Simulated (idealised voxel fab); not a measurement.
process module | voxel wiring stack
cross-section cut | 210 nm wide | cells 5 nm
A cross-section is a grid of square cells, given in bands from the top down. A band is one or more rows of cells.
Each band's line starts with the height of the band's top and of its bottom, in nm. Then come its materials from left to right, each with its width in nm. One material with "throughout" fills the band from edge to edge. "air" is empty space.
Height 0 is the level under which the wafer as received is all one material. The lowest band goes on downwards, as in "0 down".
A width such as "30 to 40" changes by the same amount from each row of cells to the next, from the band's top row to its bottom row.
"no change" after a step means that no cell of the cross-section changed.
closed voids: empty space of 8 cells or more with no open way to the top, each as width x height at its distance from the left edge, in nm
after a step's settings: what the simulator itself notes on the step
overlay nm, on a step with a mask: how far to the right of its planned place the mask lay; to the left if negative
plan
1 op RECEIVE | material Si
2 op CONFORMAL_DEP | material SiO2 | thk nm 10
3 op CONFORMAL_DEP | material SiN | thk nm 5
4 op DIRECTIONAL_DEP | material SiO2 | thk nm 25
5 op DIRECTIONAL_DEP | material aC | thk nm 10
6 op PATTERN | tone open | mask id METAL_1 | material resist | width nm 25 | pitch nm 50 | thk nm 30 | overlay nm 0
7 op DIRECTIONAL_ETCH | etch materials aC | depth nm 10
8 op STRIP | etch materials resist
9 op DIRECTIONAL_ETCH | etch materials SiO2 | depth nm 25
10 op DIRECTIONAL_ETCH | etch materials SiN | depth nm 5
11 op STRIP | etch materials aC
12 op CONFORMAL_DEP | material TiN | thk nm 5
13 op FILL_DEP | material Cu | thk nm 5
14 op CMP | height nm 40
15 op CONFORMAL_DEP | material SiCN | thk nm 5
16 op DIRECTIONAL_DEP | material SiO2 | thk nm 25
17 op MASKED_ETCH | tone open | mask id METAL_2_HOLES | width nm 15 | pitch nm 50 | etch materials SiO2 | depth nm 25 | overlay nm 0
18 op MASKED_ETCH | tone open | mask id METAL_2 | width nm 25 | pitch nm 50 | etch materials SiO2 | depth nm 15 | overlay nm 0
19 op MASKED_ETCH | tone open | mask id METAL_2 | width nm 25 | pitch nm 50 | etch materials SiCN | depth nm 5 | overlay nm 0
20 op CONFORMAL_DEP | material TiN | thk nm 5
21 op FILL_DEP | material Cu | thk nm 10
22 op CMP | height nm 70
23 op CONFORMAL_DEP | material SiCN | thk nm 5
24 op DIRECTIONAL_DEP | material lowk | thk nm 35
25 op PATTERN | tone open | mask id METAL_3 | material resist | width nm 25 | pitch nm 50 | thk nm 15 | overlay nm 0
26 op DIRECTIONAL_ETCH | etch materials lowk | depth nm 20
27 op STRIP | etch materials resist
28 op DIRECTIONAL_DEP | material aC | thk nm 15
29 op PATTERN | tone open | mask id METAL_3_HOLES | material resist | width nm 15 | pitch nm 50 | thk nm 35 | overlay nm 0
30 op DIRECTIONAL_ETCH | etch materials aC | depth nm 15
31 op STRIP | etch materials resist
32 op DIRECTIONAL_ETCH | etch materials lowk | depth nm 15
33 op DIRECTIONAL_ETCH | etch materials SiCN | depth nm 5
34 op STRIP | etch materials aC
35 op CONFORMAL_DEP | material TiN | thk nm 5
36 op FILL_DEP | material Cu | thk nm 5
37 op CMP | height nm 110
38 op CONFORMAL_DEP | material SiN | thk nm 5
as received, after step 1
  0 down: Si throughout
  closed voids: none
a wafer at the end: this start, this plan, one mistake
  115 to 110: SiN throughout
  110 to 95: lowk 15 | TiN 5 | Cu 15 | TiN 5 | lowk 25 | TiN 5 | Cu 15 | TiN 5 | lowk 25 | TiN 5 | Cu 15 | TiN 5 | lowk 25 | TiN 5 | Cu 15 | TiN 5 | lowk 20
  95 to 90: lowk 15 | TiN 5 | Cu 10 | TiN 10 | lowk 25 | TiN 5 | Cu 10 | TiN 10 | lowk 25 | TiN 5 | Cu 10 | TiN 10 | lowk 25 | TiN 5 | Cu 10 | TiN 10 | lowk 20
  90 to 75: lowk 15 | TiN 5 | Cu 10 | TiN 5 | lowk 30 | TiN 5 | Cu 10 | TiN 5 | lowk 30 | TiN 5 | Cu 10 | TiN 5 | lowk 30 | TiN 5 | Cu 10 | TiN 5 | lowk 25
  75 to 70: SiCN 15 | TiN 20 | SiCN 30 | TiN 20 | SiCN 30 | TiN 20 | SiCN 30 | TiN 20 | SiCN 25
  70 to 60: SiO2 15 | TiN 5 | Cu 15 | TiN 5 | SiO2 25 | TiN 5 | Cu 15 | TiN 5 | SiO2 25 | TiN 5 | Cu 15 | TiN 5 | SiO2 25 | TiN 5 | Cu 15 | TiN 5 | SiO2 20
  60 to 55: SiO2 15 | TiN 5 | Cu 5 | TiN 15 | SiO2 25 | TiN 5 | Cu 5 | TiN 15 | SiO2 25 | TiN 5 | Cu 5 | TiN 15 | SiO2 25 | TiN 5 | Cu 5 | TiN 15 | SiO2 20
  55 to 45: SiO2 15 | TiN 5 | Cu 5 | TiN 5 | SiO2 35 | TiN 5 | Cu 5 | TiN 5 | SiO2 35 | TiN 5 | Cu 5 | TiN 5 | SiO2 35 | TiN 5 | Cu 5 | TiN 5 | SiO2 30
  45 to 40: SiCN 15 | TiN 15 | SiCN 35 | TiN 15 | SiCN 35 | TiN 15 | SiCN 35 | TiN 15 | SiCN 30
  40 to 15: SiO2 15 | TiN 5 | Cu 15 | TiN 5 | SiO2 25 | TiN 5 | Cu 15 | TiN 5 | SiO2 25 | TiN 5 | Cu 15 | TiN 5 | SiO2 25 | TiN 5 | Cu 15 | TiN 5 | SiO2 20
  15 to 10: SiN 15 | TiN 25 | SiN 25 | TiN 25 | SiN 25 | TiN 25 | SiN 25 | TiN 25 | SiN 20
  10 to 0: SiO2 throughout
  0 down: Si throughout
  closed voids: none
what went wrong: step 29 ran as: op PATTERN | tone open | mask id METAL_3_HOLES | material resist | width nm 20 | pitch nm 50 | thk nm 35 | overlay nm 0
